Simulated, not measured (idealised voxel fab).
Process module name: voxel released beams
Square cells of 5 nm make up the cross-section cut, whose width is 280 nm.
Format of a cross-section: grid, square cells. Given as bands. Order: top down. Band: one or more rows of cells. Top height, bottom height, nm. Materials left to right, width each, nm. Single material + "full width" = fills band edge to edge. "air" = empty. Heights from 0 (as-received wafer is one material below). Bottom band endless downward, as "from 0 down". Width: "30->40" (first number = top row, second number = bottom row, same change from row to row of cells). A step reported as "no change" is a step in which no cell of the cross-section changed. Empty spaces counting at least 8 cells and having no open way to the top are listed in "Closed void entries". The notation width x height at distance is used for each, the distance being from the left edge and all three values in nm. Heads up: the bit after the settings on a step's line is the simulator's remark on that step. Among the settings permitted on a step's line is "overlay nm"; applied to a step with a mask, it specifies the extent to which the mask lay to the right of its planned position, whereas a negative figure signifies a position to the left.

**Here's what the planned process steps look like**
| 1 | RECEIVE, material Si |
| 2 | CONFORMAL_DEP, material SiN, thk nm 5 |
| 3 | DIRECTIONAL_DEP, material SiO2, thk nm 20 |
| 4 | PATTERN, tone open, mask id ANCHOR, material resist, width nm 30, thk nm 15, overlay nm 0 |
| 5 | DIRECTIONAL_ETCH, etch materials SiO2, depth nm 20 |
| 6 | STRIP, etch materials resist |
| 7 | CONFORMAL_DEP, material TiN, thk nm 5 |
| 8 | DIRECTIONAL_DEP, material aC, thk nm 10 |
| 9 | PATTERN, tone cover, mask id BEAM, material resist, width nm 105, thk nm 30, overlay nm 0 |
| 10 | DIRECTIONAL_ETCH, etch materials aC, depth nm 10 |
| 11 | STRIP, etch materials resist |
| 12 | DIRECTIONAL_ETCH, etch materials TiN, depth nm 10 |
| 13 | STRIP, etch materials aC |
| 14 | STRIP, etch materials SiO2 |
The plan's step 7 thk nm is the first wafer's value; the wafers differ in this setting and start identical.

**first wafer as received, after step 1**
    from 0 down  Si full width
    Closed void entries: none

**Last step of the module is step 14; after it, the first of several wafers in cross-section**
    from 30 to 25  85 of air; 10 of TiN; 20 of air; 75 of TiN; 90 of air
    from 25 to 10  90 of air; 5 of TiN; 20 of air; 5 of TiN; 160 of air
    from 10 to 5  90 of air; 30 of TiN; 160 of air
    from 5 to 0  SiN full width
    from 0 down  Si full width
    Closed void entries: none

**At the end of the module, the last of several wafers in cross-section**
    from 50 to 40  85 of air; 105 of TiN; 90 of air
    from 40 to 25  TiN full width
    from 25 to 5  90 of SiO2; 30 of TiN; 160 of SiO2
    from 5 to 0  SiN full width
    from 0 down  Si full width
    Closed void entries: none

**Row per wafer, end-of-module: cell gain (+)/loss (-) by material since the wafer came in, then closed voids**
thk nm 5; +56 SiN; +29 TiN; Closed void entries: none
thk nm 10; +56 SiN; +58 TiN; Closed void entries: none
thk nm 15; +56 SiN; +200 SiO2; +122 TiN; Closed void entries: none
thk nm 20; +56 SiN; +200 SiO2; +178 TiN; Closed void entries: none
thk nm 25; +56 SiN; +200 SiO2; +234 TiN; Closed void entries: none
